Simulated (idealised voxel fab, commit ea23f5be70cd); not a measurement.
Name of the process module below: voxel released beams
Section cut is 145 nm wide and gridded with 5 nm square cells.
Cross-section, as written here: a square-cell grid given band by band from the top down, where a band holds one or more rows of cells.
Band entry format. Leading values: height of top, height of bottom, nm. Remainder: materials in left-to-right order, each with its width in nm. Special words: "full width" on a single material, which then fills the band edge to edge; "empty", empty space.
The level at which height equals 0 is the one under which the wafer, as it arrives, is entirely one material. No lower edge exists for the bottom band, which continues downward and is notated as in "0 -> down".
So if you see something like "30..40" for the width, read it as the top row of the band sitting at the first number and the bottom row at the second, with every row in between moving by the same amount as the last.
The designation "nothing different", where it is given for a processing step, indicates that no cell of the cross-section was altered in the course of that step.
So "Enclosed void inventory" is basically the list of trapped voids: any empty space of 8 cells or more that can't reach the top through an opening. They're written width x height at distance, the distance being from the left edge, and it's all nm.
Text after the settings on a step's line: the simulator's own remark on that step.
A step line may carry the setting "overlay nm", which, for steps involving a mask, states the distance by which the mask lay to the right of its intended position; negative values denote displacement to the left.
PROCESS STEPS FORESEEN IN THE PLAN
1 RECEIVE [material Si]
2 CONFORMAL_DEP [material Al2O3] [thk nm 10]
3 DIRECTIONAL_DEP [material SiO2] [thk nm 10]
4 MASKED_ETCH [tone open] [mask id ANCHOR] [width nm 40] [etch materials SiO2] [depth nm 10] [overlay nm 0]
5 CONFORMAL_DEP [material SiN] [thk nm 15]
6 MASKED_ETCH [tone cover] [mask id BEAM] [width nm 85] [etch materials SiN] [depth nm 15] [overlay nm 0]
7 STRIP [etch materials SiO2]
AS RECEIVED, AFTER STEP 1
* 0 -> down = Si full width
* Enclosed void inventory: none
THE FIRST OF TWO WAFERS, CROSS-SECTIONED AT THE END OF THE MODULE, WITH THE RUN PROCEEDING AS PLANNED
* 35 -> 25 = empty 25 | SiN 20 | empty 10 | SiN 55 | empty 35
* 25 -> 20 = empty 25 | SiN 85 | empty 35
* 20 -> 10 = empty 30 | SiN 40 | empty 75
* 10 -> 0 = Al2O3 full width
* 0 -> down = Si full width
* Enclosed void inventory: none
WHAT THE SECOND WAFER LOOKS LIKE IN CROSS-SECTION ONCE THE MODULE IS DONE. ITS START AND ITS PLAN MATCHED THE FIRST WAFER'S EXACTLY; WHAT DIFFERED WAS ONE MISTAKE IN HOW IT WAS RUN
* 35 -> 25 = empty 30 | SiN 15 | empty 10 | SiN 55 | empty 35
* 25 -> 20 = empty 30 | SiN 80 | empty 35
* 20 -> 10 = empty 30 | SiN 40 | empty 75
* 10 -> 0 = Al2O3 full width
* 0 -> down = Si full width
* Enclosed void inventory: none
What went wrong in running the wafer? step 6 ran as: MASKED_ETCH [tone cover] [mask id BEAM] [width nm 80] [etch materials SiN] [depth nm 15] [overlay nm 0]
Looking at both finished wafers in cells, the second ends up ahead of or behind the first on some materials: 3 fewer of SiN
